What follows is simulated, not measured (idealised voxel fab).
Process module under the name voxel ribs on slabs
FYI the section here is cut, 250 nm wide, cells are 5 nm squares.
A cross-section is written here as square cells arranged in a grid, and it is given in bands from the top down, each band taking up one or more rows of cells.
A band entry consists of two parts. The first gives the height of the band's top and the height of its bottom, in nm. The rest lists the band's materials from left to right, each with its width in nm. A single material labelled with the word "edge to edge" fills the band from edge to edge, and the word "air" marks empty space.
Measure heights from 0. That's the level where, below it, the as-received wafer is all one material. The lowest band is bottomless and extends downward; write it as in "from 0 down".
With a width like "30 to 40", each row of cells in the band differs from the next by the same amount, the top row carrying the first number and the bottom row the second.
A step reported as "nothing was modified" is a step in which no cell of the cross-section changed.
Heads up: "Enclosed void inventory" only lists the empty pockets with no open path to the top that are 8 cells or more, and it writes them as width x height at distance, distance from the left edge, in nm.
Post-settings text on a step line: simulator's own remark regarding the step.
overlay nm: for a step with a mask, the amount by which the mask lay right of where it was planned; a negative amount means left of it.
### Listed below are the process steps as planned
1 RECEIVE | material Si
2 DIRECTIONAL_DEP | material SiO2 | thk nm 30
3 DIRECTIONAL_DEP | material polySi | thk nm 20
4 PATTERN | tone cover | mask id RIB | material resist | width nm 30 | thk nm 20 | overlay nm 0
5 DIRECTIONAL_ETCH | etch materials polySi | depth nm 5
6 STRIP | etch materials resist
7 MASKED_ETCH | tone cover | mask id SLAB | width nm 90 | etch materials polySi | depth nm 15 | overlay nm 0
8 FILL_DEP | material SiO2 | thk nm 15
9 CMP | height nm 60
10 DIRECTIONAL_DEP | material TiN | thk nm 5
11 DIRECTIONAL_DEP | material aC | thk nm 10
12 PATTERN | tone cover | mask id HEATER | material resist | width nm 40 | thk nm 25 | overlay nm 0
13 DIRECTIONAL_ETCH | etch materials aC | depth nm 10
14 STRIP | etch materials resist
15 DIRECTIONAL_ETCH | etch materials TiN | depth nm 5
16 STRIP | etch materials aC
17 CONFORMAL_DEP | material SiO2 | thk nm 10
### The following pertains to the first of two wafers, which was processed as planned
### Wafer at receipt (post step 1), cross-section
> from 0 down | Si edge to edge
> Enclosed void inventory: none
### Sectional view: wafer, after step 2
> from 30 to 0 | SiO2 edge to edge
> Whatever lies below 0 is exactly as it was before.
### Sectional view: wafer, after step 3
> from 50 to 30 | polySi edge to edge
> Whatever lies below 30 is exactly as it was before.
### Sectional view: wafer, after step 4
> from 70 to 50 | 110 of air / 30 of resist / 110 of air
> Whatever lies below 50 is exactly as it was before.
### Sectional view: wafer, after step 5
> from 70 to 50 | 110 of air / 30 of resist / 110 of air
> from 50 to 45 | 110 of air / 30 of polySi / 110 of air
> Whatever lies below 45 is exactly as it was before.
### Sectional view: wafer, after step 6
> from 50 to 45 | 110 of air / 30 of polySi / 110 of air
> Whatever lies below 45 is exactly as it was before.
### Sectional view: wafer, after step 7
> from 50 to 45 | 110 of air / 30 of polySi / 110 of air
> from 45 to 30 | 80 of air / 90 of polySi / 80 of air
> Whatever lies below 30 is exactly as it was before.
### Sectional view: wafer, after step 8
> from 65 to 50 | SiO2 edge to edge
> from 50 to 45 | 110 of SiO2 / 30 of polySi / 110 of SiO2
> from 45 to 30 | 80 of SiO2 / 90 of polySi / 80 of SiO2
> Whatever lies below 30 is exactly as it was before.
### Sectional view: wafer, after step 9
> from 60 to 50 | SiO2 edge to edge
> Whatever lies below 50 is exactly as it was before.
### Sectional view: wafer, after step 10
> from 65 to 60 | TiN edge to edge
> Whatever lies below 60 is exactly as it was before.
### Sectional view: wafer, after step 11
> from 75 to 65 | aC edge to edge
> Whatever lies below 65 is exactly as it was before.
### Sectional view: wafer, after step 12
> from 100 to 75 | 105 of air / 40 of resist / 105 of air
> Whatever lies below 75 is exactly as it was before.
### Sectional view: wafer, after step 13
> from 90 to 75 | 105 of air / 40 of resist / 105 of air
> from 75 to 65 | 105 of air / 40 of aC / 105 of air
> Whatever lies below 65 is exactly as it was before.
### Sectional view: wafer, after step 14
> from 75 to 65 | 105 of air / 40 of aC / 105 of air
> Whatever lies below 65 is exactly as it was before.
### Sectional view: wafer, after step 15
> from 75 to 65 | 105 of air / 40 of aC / 105 of air
> from 65 to 60 | 105 of air / 40 of TiN / 105 of air
> Whatever lies below 60 is exactly as it was before.
### Sectional view: wafer, after step 16
> from 65 to 60 | 105 of air / 40 of TiN / 105 of air
> Whatever lies below 60 is exactly as it was before.
### Sectional view: wafer, after step 17
> from 75 to 70 | 95 of air / 60 of SiO2 / 95 of air
> from 70 to 65 | SiO2 edge to edge
> from 65 to 60 | 105 of SiO2 / 40 of TiN / 105 of SiO2
> Whatever lies below 60 is exactly as it was before.
### Second wafer, same starting conditions and recipe as the first, one mistake in executing it, nothing differs from the first up to and including step 16
### Here is the second wafer in cross-section at the point where step 17 of the plan should have been done
> from 80 to 75 | 90 of air / 70 of SiO2 / 90 of air
> from 75 to 65 | SiO2 edge to edge
> from 65 to 60 | 105 of SiO2 / 40 of TiN / 105 of SiO2
> Whatever lies below 60 is exactly as it was before.
What went wrong in running the wafer? step 17 did not use the planned setting and instead ran as CONFORMAL_DEP | material SiO2 | thk nm 15
It is noted that, at the conclusion of processing, the second wafer exhibits a higher or lower cell count for certain materials relative to the first: SiO2: 52 more
